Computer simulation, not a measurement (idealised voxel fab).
You're looking at the process module voxel gate over fins.
Displayed cross-section: cut, width of 150 nm, square cells sized 5 nm.
Reading order for cross-sections: top band down to bottom band. Underlying form: a grid of square cells. Band size: one or more rows of cells. The entry gives the band's vertical extent as a top height and a bottom height in nm, then its horizontal make-up as materials from left to right, each with a width in nm. "empty" stands for empty space; a single material marked "everywhere" fills the band edge to edge. Height reference: 0 = level under which incoming wafer is all one material. Lowest band: no bottom, runs on downward, e.g. "0..down". When a width is written as two numbers, as in "30..40", the first number is the width in the top row of cells of the band and the second is the width in its bottom row, and the width changes by the same amount from each row to the next. The designation "identical to before", where it is given for a processing step, indicates that no cell of the cross-section was altered in the course of that step. Reported under the label "Closed void listing" are the empty spaces having no open way to the top and comprising 8 cells or more; the notation for each is width x height at distance, in which the distance is measured from the left edge and all three values are in nm. Formally, on a step line, whatever follows the settings is a remark that the simulator itself makes on the step. Among the settings permitted on a step's line is "overlay nm"; applied to a step with a mask, it specifies the extent to which the mask lay to the right of its planned position, whereas a negative figure signifies a position to the left.
Process steps (planned)
1. op RECEIVE | material Si
2. op CONFORMAL_DEP | material SiN | thk nm 5
3. op MASKED_ETCH | tone cover | mask id FINS | width nm 15 | pitch nm 60 | etch materials SiN | depth nm 5 | overlay nm 0
4. op MASKED_ETCH | tone cover | mask id FINS | width nm 15 | pitch nm 60 | etch materials Si | depth nm 40 | overlay nm 0
5. op OXIDIZE | depth nm 5
6. op FILL_DEP | material SiO2 | thk nm 5
7. op CMP | height nm 5
8. op DIRECTIONAL_DEP | material aC | thk nm 15
9. op PATTERN | tone open | mask id RAIL | material resist | width nm 15 | thk nm 35 | overlay nm 0
10. op DIRECTIONAL_ETCH | etch materials aC | depth nm 15
11. op STRIP | etch materials resist
12. op DIRECTIONAL_ETCH | etch materials SiO2 | depth nm 40
13. op STRIP | etch materials aC
14. op CONFORMAL_DEP | material TiN | thk nm 5
15. op FILL_DEP | material W | thk nm 10
16. op CMP | height nm 5
17. op SELECTIVE_ETCH | etch materials W Ru TiN | depth nm 25
18. op FILL_DEP | material SiO2 | thk nm 5
19. op CMP | height nm 5
20. op SELECTIVE_ETCH | etch materials SiO2 | depth nm 20
21. op STRIP | etch materials SiN
22. op CONFORMAL_DEP | material HfO2 | thk nm 5
23. op CONFORMAL_DEP | material TiN | thk nm 5
24. op FILL_DEP | material W | thk nm 10
25. op CMP | height nm 15
26. op CONFORMAL_DEP | material SiCN | thk nm 5
On the first of the two wafers: run conducted according to plan
Cross-section, incoming material, after step 1
* 0..down | Si everywhere
* Closed void listing: none
Once step 2 is through, the wafer looks like this in cross-section
* 5..0 | SiN everywhere
* Under 0: no change, same as before.
Once step 3 is through, the wafer looks like this in cross-section
* 5..0 | 35 nm empty; 15 nm SiN; 45 nm empty; 15 nm SiN; 40 nm empty
* Under 0: no change, same as before.
Once step 4 is through, the wafer looks like this in cross-section
* 5..0 | 35 nm empty; 15 nm SiN; 45 nm empty; 15 nm SiN; 40 nm empty
* 0..-40 | 35 nm empty; 15 nm Si; 45 nm empty; 15 nm Si; 40 nm empty
* Under -40: no change, same as before.
Once step 5 is through, the wafer looks like this in cross-section
* 5..0 | 35 nm empty; 15 nm SiN; 45 nm empty; 15 nm SiN; 40 nm empty
* 0..-40 | 35 nm empty; 5 nm SiO2; 5 nm Si; 5 nm SiO2; 45 nm empty; 5 nm SiO2; 5 nm Si; 5 nm SiO2; 40 nm empty
* -40..-45 | 40 nm SiO2; 5 nm Si; 55 nm SiO2; 5 nm Si; 45 nm SiO2
* Under -45: no change, same as before.
Once step 6 is through, the wafer looks like this in cross-section
* 10..5 | SiO2 everywhere
* 5..0 | 35 nm SiO2; 15 nm SiN; 45 nm SiO2; 15 nm SiN; 40 nm SiO2
* 0..-45 | 40 nm SiO2; 5 nm Si; 55 nm SiO2; 5 nm Si; 45 nm SiO2
* Under -45: no change, same as before.
Once step 7 is through, the wafer looks like this in cross-section
* 5..0 | 35 nm SiO2; 15 nm SiN; 45 nm SiO2; 15 nm SiN; 40 nm SiO2
* Under 0: no change, same as before.
Once step 8 is through, the wafer looks like this in cross-section
* 20..5 | aC everywhere
* Under 5: no change, same as before.
Once step 9 is through, the wafer looks like this in cross-section
* 55..20 | 65 nm resist; 15 nm empty; 70 nm resist
* Under 20: no change, same as before.
Once step 10 is through, the wafer looks like this in cross-section
* 40..20 | 65 nm resist; 15 nm empty; 70 nm resist
* 20..5 | 65 nm aC; 15 nm empty; 70 nm aC
* Under 5: no change, same as before.
Once step 11 is through, the wafer looks like this in cross-section
* 20..5 | 65 nm aC; 15 nm empty; 70 nm aC
* Under 5: no change, same as before.
Once step 12 is through, the wafer looks like this in cross-section
* 20..5 | 65 nm aC; 15 nm empty; 70 nm aC
* 5..0 | 35 nm SiO2; 15 nm SiN; 15 nm SiO2; 15 nm empty; 15 nm SiO2; 15 nm SiN; 40 nm SiO2
* 0..-35 | 40 nm SiO2; 5 nm Si; 20 nm SiO2; 15 nm empty; 20 nm SiO2; 5 nm Si; 45 nm SiO2
* Under -35: no change, same as before.
Once step 13 is through, the wafer looks like this in cross-section
* 5..0 | 35 nm SiO2; 15 nm SiN; 15 nm SiO2; 15 nm empty; 15 nm SiO2; 15 nm SiN; 40 nm SiO2
* Under 0: no change, same as before.
Once step 14 is through, the wafer looks like this in cross-section
* 10..5 | 70 nm TiN; 5 nm empty; 75 nm TiN
* 5..0 | 35 nm SiO2; 15 nm SiN; 15 nm SiO2; 5 nm TiN; 5 nm empty; 5 nm TiN; 15 nm SiO2; 15 nm SiN; 40 nm SiO2
* 0..-30 | 40 nm SiO2; 5 nm Si; 20 nm SiO2; 5 nm TiN; 5 nm empty; 5 nm TiN; 20 nm SiO2; 5 nm Si; 45 nm SiO2
* -30..-35 | 40 nm SiO2; 5 nm Si; 20 nm SiO2; 15 nm TiN; 20 nm SiO2; 5 nm Si; 45 nm SiO2
* Under -35: no change, same as before.
Once step 15 is through, the wafer looks like this in cross-section
* 20..10 | W everywhere
* 10..5 | 70 nm TiN; 5 nm W; 75 nm TiN
* 5..0 | 35 nm SiO2; 15 nm SiN; 15 nm SiO2; 5 nm TiN; 5 nm W; 5 nm TiN; 15 nm SiO2; 15 nm SiN; 40 nm SiO2
* 0..-30 | 40 nm SiO2; 5 nm Si; 20 nm SiO2; 5 nm TiN; 5 nm W; 5 nm TiN; 20 nm SiO2; 5 nm Si; 45 nm SiO2
* Under -30: no change, same as before.
Once step 16 is through, the wafer looks like this in cross-section
* 5..0 | 35 nm SiO2; 15 nm SiN; 15 nm SiO2; 5 nm TiN; 5 nm W; 5 nm TiN; 15 nm SiO2; 15 nm SiN; 40 nm SiO2
* Under 0: no change, same as before.
Once step 17 is through, the wafer looks like this in cross-section
* 5..0 | 35 nm SiO2; 15 nm SiN; 15 nm SiO2; 15 nm empty; 15 nm SiO2; 15 nm SiN; 40 nm SiO2
* 0..-20 | 40 nm SiO2; 5 nm Si; 20 nm SiO2; 15 nm empty; 20 nm SiO2; 5 nm Si; 45 nm SiO2
* Under -20: no change, same as before.
Once step 18 is through, the wafer looks like this in cross-section
* 10..5 | SiO2 everywhere
* 5..0 | 35 nm SiO2; 15 nm SiN; 45 nm SiO2; 15 nm SiN; 40 nm SiO2
* 0..-20 | 40 nm SiO2; 5 nm Si; 55 nm SiO2; 5 nm Si; 45 nm SiO2
* Under -20: no change, same as before.
Once step 19 is through, the wafer looks like this in cross-section
* 5..0 | 35 nm SiO2; 15 nm SiN; 45 nm SiO2; 15 nm SiN; 40 nm SiO2
* Under 0: no change, same as before.
Once step 20 is through, the wafer looks like this in cross-section
* 5..0 | 35 nm empty; 15 nm SiN; 45 nm empty; 15 nm SiN; 40 nm empty
* 0..-15 | 40 nm empty; 5 nm Si; 55 nm empty; 5 nm Si; 45 nm empty
* Under -15: no change, same as before.
Once step 21 is through, the wafer looks like this in cross-section
* 0..-15 | 40 nm empty; 5 nm Si; 55 nm empty; 5 nm Si; 45 nm empty
* Under -15: no change, same as before.
Once step 22 is through, the wafer looks like this in cross-section
* 5..0 | 35 nm empty; 15 nm HfO2; 45 nm empty; 15 nm HfO2; 40 nm empty
* 0..-10 | 35 nm empty; 5 nm HfO2; 5 nm Si; 5 nm HfO2; 45 nm empty; 5 nm HfO2; 5 nm Si; 5 nm HfO2; 40 nm empty
* -10..-15 | 40 nm HfO2; 5 nm Si; 55 nm HfO2; 5 nm Si; 45 nm HfO2
* Under -15: no change, same as before.
Once step 23 is through, the wafer looks like this in cross-section
* 10..5 | 30 nm empty; 25 nm TiN; 35 nm empty; 25 nm TiN; 35 nm empty
* 5..0 | 30 nm empty; 5 nm TiN; 15 nm HfO2; 5 nm TiN; 35 nm empty; 5 nm TiN; 15 nm HfO2; 5 nm TiN; 35 nm empty
* 0..-5 | 30 nm empty; 5 nm TiN; 5 nm HfO2; 5 nm Si; 5 nm HfO2; 5 nm TiN; 35 nm empty; 5 nm TiN; 5 nm HfO2; 5 nm Si; 5 nm HfO2; 5 nm TiN; 35 nm empty
* -5..-10 | 35 nm TiN; 5 nm HfO2; 5 nm Si; 5 nm HfO2; 45 nm TiN; 5 nm HfO2; 5 nm Si; 5 nm HfO2; 40 nm TiN
* Under -10: no change, same as before.
Once step 24 is through, the wafer looks like this in cross-section
* 20..10 | W everywhere
* 10..5 | 30 nm W; 25 nm TiN; 35 nm W; 25 nm TiN; 35 nm W
* 5..0 | 30 nm W; 5 nm TiN; 15 nm HfO2; 5 nm TiN; 35 nm W; 5 nm TiN; 15 nm HfO2; 5 nm TiN; 35 nm W
* 0..-5 | 30 nm W; 5 nm TiN; 5 nm HfO2; 5 nm Si; 5 nm HfO2; 5 nm TiN; 35 nm W; 5 nm TiN; 5 nm HfO2; 5 nm Si; 5 nm HfO2; 5 nm TiN; 35 nm W
* Under -5: no change, same as before.
Once step 25 is through, the wafer looks like this in cross-section
* 15..10 | W everywhere
* Under 10: no change, same as before.
Once step 26 is through, the wafer looks like this in cross-section
* 20..15 | SiCN everywhere
* Under 15: no change, same as before.
Now the other wafer: same start, same recipe, but we messed up one thing when running it. Up to and including step 2 it's the same as the first one
Second wafer at the planned finish of step 3, seen in cross-section
* 5..0 | 45 nm empty; 15 nm SiN; 45 nm empty; 15 nm SiN; 30 nm empty
* Under 0: no change, same as before.
Second wafer at the planned finish of step 4, seen in cross-section
* 5..0 | 45 nm empty; 15 nm SiN; 45 nm empty; 15 nm SiN; 30 nm empty
* 0..-40 | 35 nm empty; 25 nm Si; 35 nm empty; 25 nm Si; 30 nm empty
* Under -40: no change, same as before.
Second wafer at the planned finish of step 5, seen in cross-section
* 5..0 | 45 nm empty; 15 nm SiN; 45 nm empty; 15 nm SiN; 30 nm empty
* 0..-5 | 35 nm empty; 15 nm SiO2; 5 nm Si; 5 nm SiO2; 35 nm empty; 15 nm SiO2; 5 nm Si; 5 nm SiO2; 30 nm empty
* -5..-40 | 35 nm empty; 5 nm SiO2; 15 nm Si; 5 nm SiO2; 35 nm empty; 5 nm SiO2; 15 nm Si; 5 nm SiO2; 30 nm empty
* -40..-45 | 40 nm SiO2; 15 nm Si; 45 nm SiO2; 15 nm Si; 35 nm SiO2
* Under -45: no change, same as before.
Second wafer at the planned finish of step 6, seen in cross-section
* 10..5 | SiO2 everywhere
* 5..0 | 45 nm SiO2; 15 nm SiN; 45 nm SiO2; 15 nm SiN; 30 nm SiO2
* 0..-5 | 50 nm SiO2; 5 nm Si; 55 nm SiO2; 5 nm Si; 35 nm SiO2
* -5..-45 | 40 nm SiO2; 15 nm Si; 45 nm SiO2; 15 nm Si; 35 nm SiO2
* Under -45: no change, same as before.
Second wafer at the planned finish of step 7, seen in cross-section
* 5..0 | 45 nm SiO2; 15 nm SiN; 45 nm SiO2; 15 nm SiN; 30 nm SiO2
* Under 0: no change, same as before.
Second wafer at the planned finish of step 8, seen in cross-section
* 20..5 | aC everywhere
* Under 5: no change, same as before.
Second wafer at the planned finish of step 9, seen in cross-section
* 55..20 | 65 nm resist; 15 nm empty; 70 nm resist
* Under 20: no change, same as before.
Second wafer at the planned finish of step 10, seen in cross-section
* 40..20 | 65 nm resist; 15 nm empty; 70 nm resist
* 20..5 | 65 nm aC; 15 nm empty; 70 nm aC
* Under 5: no change, same as before.
Second wafer at the planned finish of step 11, seen in cross-section
* 20..5 | 65 nm aC; 15 nm empty; 70 nm aC
* Under 5: no change, same as before.
Second wafer at the planned finish of step 12, seen in cross-section
* 20..5 | 65 nm aC; 15 nm empty; 70 nm aC
* 5..0 | 45 nm SiO2; 15 nm SiN; 5 nm SiO2; 15 nm empty; 25 nm SiO2; 15 nm SiN; 30 nm SiO2
* 0..-5 | 50 nm SiO2; 5 nm Si; 10 nm SiO2; 15 nm empty; 30 nm SiO2; 5 nm Si; 35 nm SiO2
* -5..-35 | 40 nm SiO2; 15 nm Si; 10 nm SiO2; 15 nm empty; 20 nm SiO2; 15 nm Si; 35 nm SiO2
* Under -35: no change, same as before.
Second wafer at the planned finish of step 13, seen in cross-section
* 5..0 | 45 nm SiO2; 15 nm SiN; 5 nm SiO2; 15 nm empty; 25 nm SiO2; 15 nm SiN; 30 nm SiO2
* Under 0: no change, same as before.
Second wafer at the planned finish of step 14, seen in cross-section
* 10..5 | 70 nm TiN; 5 nm empty; 75 nm TiN
* 5..0 | 45 nm SiO2; 15 nm SiN; 5 nm SiO2; 5 nm TiN; 5 nm empty; 5 nm TiN; 25 nm SiO2; 15 nm SiN; 30 nm SiO2
* 0..-5 | 50 nm SiO2; 5 nm Si; 10 nm SiO2; 5 nm TiN; 5 nm empty; 5 nm TiN; 30 nm SiO2; 5 nm Si; 35 nm SiO2
* -5..-30 | 40 nm SiO2; 15 nm Si; 10 nm SiO2; 5 nm TiN; 5 nm empty; 5 nm TiN; 20 nm SiO2; 15 nm Si; 35 nm SiO2
* -30..-35 | 40 nm SiO2; 15 nm Si; 10 nm SiO2; 15 nm TiN; 20 nm SiO2; 15 nm Si; 35 nm SiO2
* Under -35: no change, same as before.
Second wafer at the planned finish of step 15, seen in cross-section
* 20..10 | W everywhere
* 10..5 | 70 nm TiN; 5 nm W; 75 nm TiN
* 5..0 | 45 nm SiO2; 15 nm SiN; 5 nm SiO2; 5 nm TiN; 5 nm W; 5 nm TiN; 25 nm SiO2; 15 nm SiN; 30 nm SiO2
* 0..-5 | 50 nm SiO2; 5 nm Si; 10 nm SiO2; 5 nm TiN; 5 nm W; 5 nm TiN; 30 nm SiO2; 5 nm Si; 35 nm SiO2
* -5..-30 | 40 nm SiO2; 15 nm Si; 10 nm SiO2; 5 nm TiN; 5 nm W; 5 nm TiN; 20 nm SiO2; 15 nm Si; 35 nm SiO2
* Under -30: no change, same as before.
Second wafer at the planned finish of step 16, seen in cross-section
* 5..0 | 45 nm SiO2; 15 nm SiN; 5 nm SiO2; 5 nm TiN; 5 nm W; 5 nm TiN; 25 nm SiO2; 15 nm SiN; 30 nm SiO2
* Under 0: no change, same as before.
Second wafer at the planned finish of step 17, seen in cross-section
* 5..0 | 45 nm SiO2; 15 nm SiN; 5 nm SiO2; 15 nm empty; 25 nm SiO2; 15 nm SiN; 30 nm SiO2
* 0..-5 | 50 nm SiO2; 5 nm Si; 10 nm SiO2; 15 nm empty; 30 nm SiO2; 5 nm Si; 35 nm SiO2
* -5..-20 | 40 nm SiO2; 15 nm Si; 10 nm SiO2; 15 nm empty; 20 nm SiO2; 15 nm Si; 35 nm SiO2
* Under -20: no change, same as before.
Second wafer at the planned finish of step 18, seen in cross-section
* 10..5 | SiO2 everywhere
* 5..0 | 45 nm SiO2; 15 nm SiN; 45 nm SiO2; 15 nm SiN; 30 nm SiO2
* 0..-5 | 50 nm SiO2; 5 nm Si; 55 nm SiO2; 5 nm Si; 35 nm SiO2
* -5..-20 | 40 nm SiO2; 15 nm Si; 45 nm SiO2; 15 nm Si; 35 nm SiO2
* Under -20: no change, same as before.
Second wafer at the planned finish of step 19, seen in cross-section
* 5..0 | 45 nm SiO2; 15 nm SiN; 45 nm SiO2; 15 nm SiN; 30 nm SiO2
* Under 0: no change, same as before.
Second wafer at the planned finish of step 20, seen in cross-section
* 5..0 | 45 nm empty; 15 nm SiN; 45 nm empty; 15 nm SiN; 30 nm empty
* 0..-5 | 50 nm empty; 5 nm Si; 55 nm empty; 5 nm Si; 35 nm empty
* -5..-15 | 40 nm empty; 15 nm Si; 45 nm empty; 15 nm Si; 35 nm empty
* Under -15: no change, same as before.
Second wafer at the planned finish of step 21, seen in cross-section
* 0..-5 | 50 nm empty; 5 nm Si; 55 nm empty; 5 nm Si; 35 nm empty
* Under -5: no change, same as before.
Second wafer at the planned finish of step 22, seen in cross-section
* 5..0 | 45 nm empty; 15 nm HfO2; 45 nm empty; 15 nm HfO2; 30 nm empty
* 0..-10 | 35 nm empty; 15..5 nm HfO2; 5..15 nm Si; 5 nm HfO2; 35 nm empty; 15..5 nm HfO2; 5..15 nm Si; 5 nm HfO2; 30 nm empty
* -10..-15 | 40 nm HfO2; 15 nm Si; 45 nm HfO2; 15 nm Si; 35 nm HfO2
* Under -15: no change, same as before.
Second wafer at the planned finish of step 23, seen in cross-section
* 10..5 | 40 nm empty; 25 nm TiN; 35 nm empty; 25 nm TiN; 25 nm empty
* 5..0 | 30 nm empty; 15 nm TiN; 15 nm HfO2; 5 nm TiN; 25 nm empty; 15 nm TiN; 15 nm HfO2; 5 nm TiN; 25 nm empty
* 0..-5 | 30 nm empty; 5 nm TiN; 15 nm HfO2; 5 nm Si; 5 nm HfO2; 5 nm TiN; 25 nm empty; 5 nm TiN; 15 nm HfO2; 5 nm Si; 5 nm HfO2; 5 nm TiN; 25 nm empty
* -5..-10 | 35 nm TiN; 5 nm HfO2; 15 nm Si; 5 nm HfO2; 35 nm TiN; 5 nm HfO2; 15 nm Si; 5 nm HfO2; 30 nm TiN
* Under -10: no change, same as before.
Second wafer at the planned finish of step 24, seen in cross-section
* 20..10 | W everywhere
* 10..5 | 40 nm W; 25 nm TiN; 35 nm W; 25 nm TiN; 25 nm W
* 5..0 | 30 nm W; 15 nm TiN; 15 nm HfO2; 5 nm TiN; 25 nm W; 15 nm TiN; 15 nm HfO2; 5 nm TiN; 25 nm W
* 0..-5 | 30 nm W; 5 nm TiN; 15 nm HfO2; 5 nm Si; 5 nm HfO2; 5 nm TiN; 25 nm W; 5 nm TiN; 15 nm HfO2; 5 nm Si; 5 nm HfO2; 5 nm TiN; 25 nm W
* Under -5: no change, same as before.
Second wafer at the planned finish of step 25, seen in cross-section
* 15..10 | W everywhere
* Under 10: no change, same as before.
Second wafer at the planned finish of step 26, seen in cross-section
* 20..15 | SiCN everywhere
* Under 15: no change, same as before.
In executing the process, a mistake was made relative to the plan: step 3 did not use the planned setting and instead ran as op MASKED_ETCH | tone cover | mask id FINS | width nm 15 | pitch nm 60 | etch materials SiN | depth nm 5 | overlay nm 10
Counted in cells at the end, the second wafer holds more or fewer of these materials than the first: +32 Si, -24 SiO2, -8 W
